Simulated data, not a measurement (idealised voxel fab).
The process module that follows is named voxel self aligned contacts.
For reference, the cross-section in this document is cut, with width 285 nm and square cells of 5 nm.
If you're reading a cross-section in this doc, picture square cells in a grid; it comes to you as bands, top ones listed first down to the bottom, and a band can be one or more rows of cells.
Top, bottom (nm), then materials left to right with widths (nm); lone material tagged "full width" fills the whole band edge to edge; "air" = empty space.
The level at which height equals 0 is the one under which the wafer, as it arrives, is entirely one material. No lower edge exists for the bottom band, which continues downward and is notated as in "0..down".
Note: "30 to 40" means the width goes from the first number (top row of the band) to the second number (bottom row) in equal steps per row of cells.
"nothing different" for a step: no cell of the cross-section changed in that step.
If an empty space has no open way to the top and is at least 8 cells in size, "Unvented cavities" lists it, written width x height at distance, where distance is measured from the left edge and every value is in nm.
Whatever follows a step's settings on its line is a remark the simulator itself makes about that step.
The "overlay nm" setting may appear on a step's line; for a step that uses a mask, it gives how far to the right of its planned position the mask lay, and a negative value indicates the left.
The process steps that were planned are listed below
1,op RECEIVE | material Si
2,op OXIDIZE | depth nm 5
3,op DIRECTIONAL_DEP | material polySi | thk nm 20
4,op DIRECTIONAL_DEP | material SiN | thk nm 20
5,op MASKED_ETCH | tone cover | mask id GATE | width nm 35 | pitch nm 80 | etch materials SiN | depth nm 20 | overlay nm 0
6,op MASKED_ETCH | tone cover | mask id GATE | width nm 35 | pitch nm 80 | etch materials polySi | depth nm 20 | overlay nm 0
7,op CONFORMAL_DEP | material SiN | thk nm 10
8,op DIRECTIONAL_ETCH | etch materials SiN | depth nm 10
9,op FILL_DEP | material SiO2 | thk nm 15
10,op CMP | height nm 45
11,op PATTERN | tone open | mask id CONTACT | material resist | width nm 65 | thk nm 20 | overlay nm 0
12,op DIRECTIONAL_ETCH | etch materials SiO2 | depth nm 50
13,op STRIP | etch materials resist
14,op CONFORMAL_DEP | material TiN | thk nm 5
15,op FILL_DEP | material Ru | thk nm 10
16,op CMP | height nm 45
17,op CONFORMAL_DEP | material SiCN | thk nm 5
First out of two wafers; run went to plan
So this is the incoming wafer in cross-section - it's already been through step 1
0..down  Si full width
Unvented cavities: none
Upon completion of step 2, the wafer appears in cross-section as shown
0..-5  SiO2 full width
Lower than -5, everything is as it was.
Upon completion of step 3, the wafer appears in cross-section as shown
20..0  polySi full width
Lower than 0, everything is as it was.
Upon completion of step 4, the wafer appears in cross-section as shown
40..20  SiN full width
Lower than 20, everything is as it was.
Upon completion of step 5, the wafer appears in cross-section as shown
40..20  85 air  35 SiN  45 air  35 SiN  85 air
Lower than 20, everything is as it was.
Upon completion of step 6, the wafer appears in cross-section as shown
40..20  85 air  35 SiN  45 air  35 SiN  85 air
20..0  85 air  35 polySi  45 air  35 polySi  85 air
Lower than 0, everything is as it was.
Upon completion of step 7, the wafer appears in cross-section as shown
50..20  75 air  55 SiN  25 air  55 SiN  75 air
20..10  75 air  10 SiN  35 polySi  10 SiN  25 air  10 SiN  35 polySi  10 SiN  75 air
10..0  85 SiN  35 polySi  45 SiN  35 polySi  85 SiN
Lower than 0, everything is as it was.
Upon completion of step 8, the wafer appears in cross-section as shown
40..20  75 air  55 SiN  25 air  55 SiN  75 air
20..0  75 air  10 SiN  35 polySi  10 SiN  25 air  10 SiN  35 polySi  10 SiN  75 air
Lower than 0, everything is as it was.
Upon completion of step 9, the wafer appears in cross-section as shown
55..40  SiO2 full width
40..20  75 SiO2  55 SiN  25 SiO2  55 SiN  75 SiO2
20..0  75 SiO2  10 SiN  35 polySi  10 SiN  25 SiO2  10 SiN  35 polySi  10 SiN  75 SiO2
Lower than 0, everything is as it was.
Upon completion of step 10, the wafer appears in cross-section as shown
45..40  SiO2 full width
Lower than 40, everything is as it was.
Upon completion of step 11, the wafer appears in cross-section as shown
65..45  110 resist  65 air  110 resist
Lower than 45, everything is as it was.
Upon completion of step 12, the wafer appears in cross-section as shown
65..45  110 resist  65 air  110 resist
45..40  110 SiO2  65 air  110 SiO2
40..20  75 SiO2  55 SiN  25 air  55 SiN  75 SiO2
20..0  75 SiO2  10 SiN  35 polySi  10 SiN  25 air  10 SiN  35 polySi  10 SiN  75 SiO2
0..-5  130 SiO2  25 air  130 SiO2
Lower than -5, everything is as it was.
Upon completion of step 13, the wafer appears in cross-section as shown
45..40  110 SiO2  65 air  110 SiO2
Lower than 40, everything is as it was.
Upon completion of step 14, the wafer appears in cross-section as shown
50..45  115 TiN  55 air  115 TiN
45..40  110 SiO2  25 TiN  15 air  25 TiN  110 SiO2
40..20  75 SiO2  55 SiN  5 TiN  15 air  5 TiN  55 SiN  75 SiO2
20..0  75 SiO2  10 SiN  35 polySi  10 SiN  5 TiN  15 air  5 TiN  10 SiN  35 polySi  10 SiN  75 SiO2
0..-5  130 SiO2  25 TiN  130 SiO2
Lower than -5, everything is as it was.
Upon completion of step 15, the wafer appears in cross-section as shown
60..50  Ru full width
50..45  115 TiN  55 Ru  115 TiN
45..40  110 SiO2  25 TiN  15 Ru  25 TiN  110 SiO2
40..20  75 SiO2  55 SiN  5 TiN  15 Ru  5 TiN  55 SiN  75 SiO2
20..0  75 SiO2  10 SiN  35 polySi  10 SiN  5 TiN  15 Ru  5 TiN  10 SiN  35 polySi  10 SiN  75 SiO2
Lower than 0, everything is as it was.
Upon completion of step 16, the wafer appears in cross-section as shown
45..40  110 SiO2  25 TiN  15 Ru  25 TiN  110 SiO2
Lower than 40, everything is as it was.
Upon completion of step 17, the wafer appears in cross-section as shown
50..45  SiCN full width
Lower than 45, everything is as it was.
The Second Wafer: Common Origin and Plan, One Mistake in Execution, Identical to the First Through Step 3
X-section, second wafer, when step 4 was due to finish
60..20  SiN full width
Lower than 20, everything is as it was.
X-section, second wafer, when step 5 was due to finish
60..40  85 air  35 SiN  45 air  35 SiN  85 air
Lower than 40, everything is as it was.
X-section, second wafer, when step 6 was due to finish: nothing different
X-section, second wafer, when step 7 was due to finish
70..50  75 air  55 SiN  25 air  55 SiN  75 air
50..20  SiN full width
Lower than 20, everything is as it was.
X-section, second wafer, when step 8 was due to finish
60..40  75 air  55 SiN  25 air  55 SiN  75 air
Lower than 40, everything is as it was.
X-section, second wafer, when step 9 was due to finish
75..60  SiO2 full width
60..40  75 SiO2  55 SiN  25 SiO2  55 SiN  75 SiO2
Lower than 40, everything is as it was.
X-section, second wafer, when step 10 was due to finish
45..40  75 SiO2  55 SiN  25 SiO2  55 SiN  75 SiO2
Lower than 40, everything is as it was.
X-section, second wafer, when step 11 was due to finish
65..45  110 resist  65 air  110 resist
Lower than 45, everything is as it was.
X-section, second wafer, when step 12 was due to finish
65..45  110 resist  65 air  110 resist
45..40  75 SiO2  55 SiN  25 air  55 SiN  75 SiO2
Lower than 40, everything is as it was.
X-section, second wafer, when step 13 was due to finish
45..40  75 SiO2  55 SiN  25 air  55 SiN  75 SiO2
Lower than 40, everything is as it was.
X-section, second wafer, when step 14 was due to finish
50..45  135 TiN  15 air  135 TiN
45..40  75 SiO2  55 SiN  25 TiN  55 SiN  75 SiO2
Lower than 40, everything is as it was.
X-section, second wafer, when step 15 was due to finish
60..50  Ru full width
50..45  135 TiN  15 Ru  135 TiN
Lower than 45, everything is as it was.
X-section, second wafer, when step 16 was due to finish
45..40  75 SiO2  55 SiN  25 TiN  55 SiN  75 SiO2
Lower than 40, everything is as it was.
X-section, second wafer, when step 17 was due to finish
50..45  SiCN full width
Lower than 45, everything is as it was.
What broke from the plan during processing? step 4 of the plan was twice carried out
Once processing is complete, comparing cell counts shows that the second wafer has more or fewer of certain materials than the first: Ru: 27 fewer; SiN: 130 more; SiO2: 249 fewer; TiN: 26 fewer; polySi: 172 more
